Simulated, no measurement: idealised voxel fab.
Process module heading - voxel spacer lines
Square cell edge 5 nm, section width 175 nm, ID cut.
Just so we're on the same page, the cross-sections are grids of square cells, and they're listed out in bands top to bottom, each band one or more rows deep. Band entry format. Leading values: height of top, height of bottom, nm. Remainder: materials in left-to-right order, each with its width in nm. Special words: "everywhere" on a single material, which then fills the band edge to edge; "empty", empty space. A quick word on heights: they are counted from 0, and under that level the wafer as it came to us is one material throughout. The lowest band is different from the rest in having no bottom; it simply continues downward, written as in "0 nm and below". The expression "30->40" gives the width at the extremes of the band, the first number at its top row of cells and the second at its bottom row, with the width changing by equal amounts from each row to the next in between. "no modification", as given for a step, is the statement that not any cell of the cross-section underwent a change during that step. The entry titled "Voids, enclosed" provides the empty spaces that have no open way to the top, restricted to those of 8 cells or more. Each is presented as width x height at distance, the distance being measured from the left edge, with all three in nm. The remark found on a step's line after its settings is issued by the simulator itself and pertains to that step. overlay nm: on a step with a mask, how far right of its planned place the mask lay; negative means left.
[The steps planned for the process are as follows]
1 RECEIVE with material Si
2 CONFORMAL_DEP with material Al2O3, thk nm 10
3 DIRECTIONAL_DEP with material TiN, thk nm 10
4 DIRECTIONAL_DEP with material aC, thk nm 30
5 PATTERN with tone cover, mask id MANDREL, material resist, width nm 20, pitch nm 60, thk nm 40, overlay nm 0
6 DIRECTIONAL_ETCH with etch materials aC, depth nm 30
7 STRIP with etch materials resist
8 CONFORMAL_DEP with material SiN, thk nm 10
9 DIRECTIONAL_ETCH with etch materials SiN, depth nm 10
10 STRIP with etch materials aC
11 DIRECTIONAL_ETCH with etch materials TiN, depth nm 10
12 STRIP with etch materials SiN
[First of two wafers, processed according to plan]
[Here's what the wafer looked like in cross-section when it arrived - that's after step 1]
> 0 nm and below = Si everywhere
> Voids, enclosed: none
[Cross-section of the wafer after step 2]
> 10 nm to 0 nm = Al2O3 everywhere
> Nothing below the height 0 has changed.
[Cross-section of the wafer after step 3]
> 20 nm to 10 nm = TiN everywhere
> Nothing below the height 10 has changed.
[Cross-section of the wafer after step 4]
> 50 nm to 20 nm = aC everywhere
> Nothing below the height 20 has changed.
[Cross-section of the wafer after step 5]
> 90 nm to 50 nm = empty 45, resist 20, empty 40, resist 20, empty 50
> Nothing below the height 50 has changed.
[Cross-section of the wafer after step 6]
> 60 nm to 50 nm = empty 45, resist 20, empty 40, resist 20, empty 50
> 50 nm to 20 nm = empty 45, aC 20, empty 40, aC 20, empty 50
> Nothing below the height 20 has changed.
[Cross-section of the wafer after step 7]
> 50 nm to 20 nm = empty 45, aC 20, empty 40, aC 20, empty 50
> Nothing below the height 20 has changed.
[Cross-section of the wafer after step 8]
> 60 nm to 50 nm = empty 35, SiN 40, empty 20, SiN 40, empty 40
> 50 nm to 30 nm = empty 35, SiN 10, aC 20, SiN 10, empty 20, SiN 10, aC 20, SiN 10, empty 40
> 30 nm to 20 nm = SiN 45, aC 20, SiN 40, aC 20, SiN 50
> Nothing below the height 20 has changed.
[Cross-section of the wafer after step 9]
> 50 nm to 20 nm = empty 35, SiN 10, aC 20, SiN 10, empty 20, SiN 10, aC 20, SiN 10, empty 40
> Nothing below the height 20 has changed.
[Cross-section of the wafer after step 10]
> 50 nm to 20 nm = empty 35, SiN 10, empty 20, SiN 10, empty 20, SiN 10, empty 20, SiN 10, empty 40
> Nothing below the height 20 has changed.
[Cross-section of the wafer after step 11]
> 50 nm to 20 nm = empty 35, SiN 10, empty 20, SiN 10, empty 20, SiN 10, empty 20, SiN 10, empty 40
> 20 nm to 10 nm = empty 35, TiN 10, empty 20, TiN 10, empty 20, TiN 10, empty 20, TiN 10, empty 40
> Nothing below the height 10 has changed.
[Cross-section of the wafer after step 12]
> 20 nm to 10 nm = empty 35, TiN 10, empty 20, TiN 10, empty 20, TiN 10, empty 20, TiN 10, empty 40
> Nothing below the height 10 has changed.
[Second of two: same start, same plan, one run error; steps up to and including 1 match the first]
Cross-section, second wafer, at the end time the plan gives for step 2: no modification
[Cross-section, second wafer, at the end time the plan gives for step 3]
> 10 nm to 0 nm = TiN everywhere
> Nothing below the height 0 has changed.
[Cross-section, second wafer, at the end time the plan gives for step 4]
> 40 nm to 10 nm = aC everywhere
> Nothing below the height 10 has changed.
[Cross-section, second wafer, at the end time the plan gives for step 5]
> 80 nm to 40 nm = empty 45, resist 20, empty 40, resist 20, empty 50
> Nothing below the height 40 has changed.
[Cross-section, second wafer, at the end time the plan gives for step 6]
> 50 nm to 40 nm = empty 45, resist 20, empty 40, resist 20, empty 50
> 40 nm to 10 nm = empty 45, aC 20, empty 40, aC 20, empty 50
> Nothing below the height 10 has changed.
[Cross-section, second wafer, at the end time the plan gives for step 7]
> 40 nm to 10 nm = empty 45, aC 20, empty 40, aC 20, empty 50
> Nothing below the height 10 has changed.
[Cross-section, second wafer, at the end time the plan gives for step 8]
> 50 nm to 40 nm = empty 35, SiN 40, empty 20, SiN 40, empty 40
> 40 nm to 20 nm = empty 35, SiN 10, aC 20, SiN 10, empty 20, SiN 10, aC 20, SiN 10, empty 40
> 20 nm to 10 nm = SiN 45, aC 20, SiN 40, aC 20, SiN 50
> Nothing below the height 10 has changed.
[Cross-section, second wafer, at the end time the plan gives for step 9]
> 40 nm to 10 nm = empty 35, SiN 10, aC 20, SiN 10, empty 20, SiN 10, aC 20, SiN 10, empty 40
> Nothing below the height 10 has changed.
[Cross-section, second wafer, at the end time the plan gives for step 10]
> 40 nm to 10 nm = empty 35, SiN 10, empty 20, SiN 10, empty 20, SiN 10, empty 20, SiN 10, empty 40
> Nothing below the height 10 has changed.
[Cross-section, second wafer, at the end time the plan gives for step 11]
> 40 nm to 10 nm = empty 35, SiN 10, empty 20, SiN 10, empty 20, SiN 10, empty 20, SiN 10, empty 40
> 10 nm to 0 nm = empty 35, TiN 10, empty 20, TiN 10, empty 20, TiN 10, empty 20, TiN 10, empty 40
> Nothing below the height 0 has changed.
[Cross-section, second wafer, at the end time the plan gives for step 12]
> 10 nm to 0 nm = empty 35, TiN 10, empty 20, TiN 10, empty 20, TiN 10, empty 20, TiN 10, empty 40
> Nothing below the height 0 has changed.
What went wrong in running the wafer? plan step 2: skipped, not run
Wrapping up, a cell-based count of both wafers puts the second over or under the first for these materials: 70 fewer of Al2O3
